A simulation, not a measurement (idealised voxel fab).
This is a process module. Its name is voxel tone inversion.
The cross-section on display is named cut; it measures 155 nm wide, and its cells are 5 nm squares.
Cross-section spec: square-cell grid; bands listed top down; each band is one or more rows. Per band: top height and bottom height in nm, followed by the left-to-right materials and their widths in nm; "all across" marks a single material spanning edge to edge, "blank" marks empty space. Beneath 0, the wafer as received is one material, and that level is where height counting begins. The lowest band goes on downward without a bottom; it is written like "from 0 down". Width spec "30->40" -> top row of cells at first value, bottom row at second value, equal per-row change in between. You'll sometimes find "nothing changed" written for a step, and that's the way of saying that nowhere in the cross-section did a cell change during that step. You'll see "Enclosed void inventory" listing empty spaces that have no way open to the top, as long as they're 8 cells or more; the notation is width x height at distance, where the distance is from the left edge, and all of it is in nm. The remark found on a step's line after its settings is issued by the simulator itself and pertains to that step. overlay nm: mask right of planned place by this much (step with mask). Neg. = left.
# The planned process steps are enumerated hereunder
1,RECEIVE (material Si)
2,CONFORMAL_DEP (material SiN; thk nm 5)
3,DIRECTIONAL_DEP (material polySi; thk nm 25)
4,PATTERN (tone cover; mask id POSTS; material resist; width nm 25; pitch nm 50; thk nm 35; overlay nm 0)
5,DIRECTIONAL_ETCH (etch materials polySi; depth nm 25)
6,STRIP (etch materials resist)
7,FILL_DEP (material lowk; thk nm 5)
8,CMP (height nm 30)
9,STRIP (etch materials polySi)
10,CONFORMAL_DEP (material TiN; thk nm 5)
11,FILL_DEP (material Ru; thk nm 10)
12,CMP (height nm 30)
13,CONFORMAL_DEP (material SiN; thk nm 5)
Every wafer here starts from the same state; it is the step 13 thk nm that distinguishes them, and the value the plan gives belongs to the first wafer.
# First of several wafers, received after step 1, in cross-section
  from 0 down  Si all across
  Enclosed void inventory: none
# first wafer at the end, after step 13
  from 35 to 30  SiN all across
  from 30 to 10  15 of lowk | 5 of TiN | 15 of Ru | 5 of TiN | 25 of lowk | 5 of TiN | 15 of Ru | 5 of TiN | 25 of lowk | 5 of TiN | 15 of Ru | 5 of TiN | 15 of lowk
  from 10 to 5  15 of lowk | 25 of TiN | 25 of lowk | 25 of TiN | 25 of lowk | 25 of TiN | 15 of lowk
  from 5 to 0  SiN all across
  from 0 down  Si all across
  Enclosed void inventory: none
# Here's the last wafer cross-sectioned at the end of the module
  from 50 to 30  SiN all across
  from 30 to 10  15 of lowk | 5 of TiN | 15 of Ru | 5 of TiN | 25 of lowk | 5 of TiN | 15 of Ru | 5 of TiN | 25 of lowk | 5 of TiN | 15 of Ru | 5 of TiN | 15 of lowk
  from 10 to 5  15 of lowk | 25 of TiN | 25 of lowk | 25 of TiN | 25 of lowk | 25 of TiN | 15 of lowk
  from 5 to 0  SiN all across
  from 0 down  Si all across
  Enclosed void inventory: none
# Wafer rows, end of module: cells per material gained (+) or lost (-) since receipt; closed voids last
thk nm 5; +36 Ru; +62 SiN; +39 TiN; +80 lowk; Enclosed void inventory: none
thk nm 10; +36 Ru; +93 SiN; +39 TiN; +80 lowk; Enclosed void inventory: none
thk nm 15; +36 Ru; +124 SiN; +39 TiN; +80 lowk; Enclosed void inventory: none
thk nm 20; +36 Ru; +155 SiN; +39 TiN; +80 lowk; Enclosed void inventory: none
